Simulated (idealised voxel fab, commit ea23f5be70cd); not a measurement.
Module name: voxel air gaps (process module)
Cross-section cut spans 215 nm and uses square cells 5 nm in size.
If you're reading a cross-section in this doc, picture square cells in a grid; it comes to you as bands, top ones listed first down to the bottom, and a band can be one or more rows of cells.
Within each band entry, the heights of the top and of the bottom of the band appear first, in that order and in nm; the materials of the band then follow from left to right, each with its corresponding width in nm. The designation "all across" on a single material indicates that it fills the band from edge to edge; the designation "air" indicates empty space.
Beneath 0, the wafer as received is one material, and that level is where height counting begins. The lowest band goes on downward without a bottom; it is written like "0 and below".
The two numbers in a width such as "30..40" mark its ends across the band: the first belongs to the top row of cells, the second to the bottom row, and from each row to the next the width moves by the same amount.
"no alterations made" (step): cross-section cells unchanged, all of them.
Entry "Fully enclosed voids" = empty spaces >= 8 cells with no open way to the top; each as width x height at distance, distance from left edge, all nm.
Whatever follows a step's settings on its line is a remark the simulator itself makes about that step.
The setting "overlay nm" may be written on the line of a step. When the step uses a mask, the value reports how far to the right of the planned place the mask lay, and a negative value reports that it lay to the left.
List of planned process steps:
| 1 | RECEIVE, material Si |
| 2 | CONFORMAL_DEP, material SiO2, thk nm 10 |
| 3 | CONFORMAL_DEP, material SiN, thk nm 5 |
| 4 | DIRECTIONAL_DEP, material lowk, thk nm 35 |
| 5 | DIRECTIONAL_DEP, material aC, thk nm 15 |
| 6 | PATTERN, tone open, mask id LINES, material resist, width nm 15, pitch nm 45, thk nm 35, overlay nm 0 |
| 7 | DIRECTIONAL_ETCH, etch materials aC, depth nm 15 |
| 8 | STRIP, etch materials resist |
| 9 | DIRECTIONAL_ETCH, etch materials lowk, depth nm 35 |
| 10 | STRIP, etch materials aC |
| 11 | CONFORMAL_DEP, material TiN, thk nm 5 |
| 12 | FILL_DEP, material Ru, thk nm 10 |
| 13 | CMP, height nm 50 |
| 14 | EPI, material Ru, thk nm 10 |
| 15 | SELECTIVE_ETCH, etch materials lowk, depth nm 45 |
| 16 | CONFORMAL_DEP, material SiN, thk nm 5 |
Wafer cross-section on receipt, i.e. after step 1:
	0 and below  Si all across
	Fully enclosed voids: none
Cross-sectional view of the first of the two wafers upon completion of the module, processed in accordance with the plan:
	65 down to 60  air (40)  SiN (135)  air (40)
	60 down to 50  air (40)  SiN (5)  Ru (35)  SiN (10)  Ru (35)  SiN (10)  Ru (35)  SiN (5)  air (40)
	50 down to 45  air (40)  SiN (15)  TiN (5)  Ru (5)  TiN (5)  SiN (30)  TiN (5)  Ru (5)  TiN (5)  SiN (30)  TiN (5)  Ru (5)  TiN (5)  SiN (15)  air (40)
	45 down to 20  air (50)  SiN (5)  TiN (5)  Ru (5)  TiN (5)  SiN (5)  air (20)  SiN (5)  TiN (5)  Ru (5)  TiN (5)  SiN (5)  air (20)  SiN (5)  TiN (5)  Ru (5)  TiN (5)  SiN (5)  air (50)
	20 down to 15  SiN (55)  TiN (15)  SiN (30)  TiN (15)  SiN (30)  TiN (15)  SiN (55)
	15 down to 10  SiN all across
	10 down to 0  SiO2 all across
	0 and below  Si all across
	Fully enclosed voids: 20 x 25 at 75; 20 x 25 at 120
This cross-section belongs to the second wafer of two at the end of the module; the start and the plan were shared with the first, and the run included one mistake:
	65 down to 60  SiN all across
	60 down to 50  Ru all across
	50 down to 20  Ru (50)  TiN (5)  lowk (15)  TiN (5)  Ru (20)  TiN (5)  lowk (15)  TiN (5)  Ru (20)  TiN (5)  lowk (15)  TiN (5)  Ru (50)
	20 down to 15  TiN (55)  lowk (15)  TiN (30)  lowk (15)  TiN (30)  lowk (15)  TiN (55)
	15 down to 10  SiN all across
	10 down to 0  SiO2 all across
	0 and below  Si all across
	Fully enclosed voids: none
Short version of what went wrong: step 6 did not use the planned setting and instead ran as PATTERN, tone cover, mask id LINES, material resist, width nm 15, pitch nm 45, thk nm 35, overlay nm 0
Final wafer comparison in cells, second versus first, more or fewer per material: Ru: 194 more | SiN: 78 fewer | TiN: 25 more | lowk: 63 more
Wafer, first: 2 closed voids at end. Wafer, second: 0.
